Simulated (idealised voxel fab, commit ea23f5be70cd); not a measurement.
Herein follows the process module entitled voxel released beams.
The figure presents cross-section cut, which has a width of 290 nm and is divided into square cells with an edge length of 5 nm.
Each cross-section below is a grid of square cells, stated as bands in top-down order, with one or more rows of cells making up each band. For a band, the entry starts with two heights in nm, that of the top and then that of the bottom, and carries on with the band's materials in order from left to right, each alongside its width in nm; the word "edge to edge" beside a single material means it fills the band edge to edge, and "empty" means empty space. It should be noted that heights are counted from 0, beneath which the wafer as supplied is of one material throughout, and that the lowest band possesses no lower boundary but continues downward, as written in "0 and below". The notation "30..40" denotes a width that varies across the rows of cells in the band, beginning at the first number in the top row, finishing at the second number in the bottom row, and changing by an identical amount from each row to the next. It should be understood that the words "no change occurred", when stated for a given step, signify that the cross-section underwent no change in any of its cells during that step. "Encapsulated voids": empty spaces of 8 cells or more with no open way to the top, each given as width x height at distance, distance from the left edge, all in nm. It should be noted that, on the line of a given step, the content following the step's settings is a remark produced by the simulator itself with respect to that step. overlay nm: on a step with a mask, how far right of its planned place the mask lay; negative means left.

THE FOLLOWING LIST GIVES THE PLANNED PROCESS STEPS
1. RECEIVE, material Si
2. CONFORMAL_DEP, material Al2O3, thk nm 10
3. DIRECTIONAL_DEP, material SiO2, thk nm 20
4. DIRECTIONAL_DEP, material aC, thk nm 10
5. PATTERN, tone open, mask id ANCHOR, material resist, width nm 40, thk nm 30, overlay nm 0
6. DIRECTIONAL_ETCH, etch materials aC, depth nm 10
7. STRIP, etch materials resist
8. DIRECTIONAL_ETCH, etch materials SiO2, depth nm 20
9. STRIP, etch materials aC
10. CONFORMAL_DEP, material SiN, thk nm 15
11. PATTERN, tone cover, mask id BEAM, material resist, width nm 115, thk nm 15, overlay nm 0
12. DIRECTIONAL_ETCH, etch materials SiN, depth nm 15
13. STRIP, etch materials resist
14. STRIP, etch materials SiO2

AS RECEIVED, AFTER STEP 1
    0 and below  Si edge to edge
    Encapsulated voids: none

ONE MISTAKE IN RUNNING THE MODULE, OTHERWISE START AND PLAN AS ABOVE: CROSS-SECTION AT THE END
    45 down to 30  85 of empty / 115 of SiN / 90 of empty
    30 down to 20  Al2O3 edge to edge
    20 down to 0  SiO2 edge to edge
    0 and below  Si edge to edge
    Encapsulated voids: none
Processing error: steps 2 and 3 were swapped
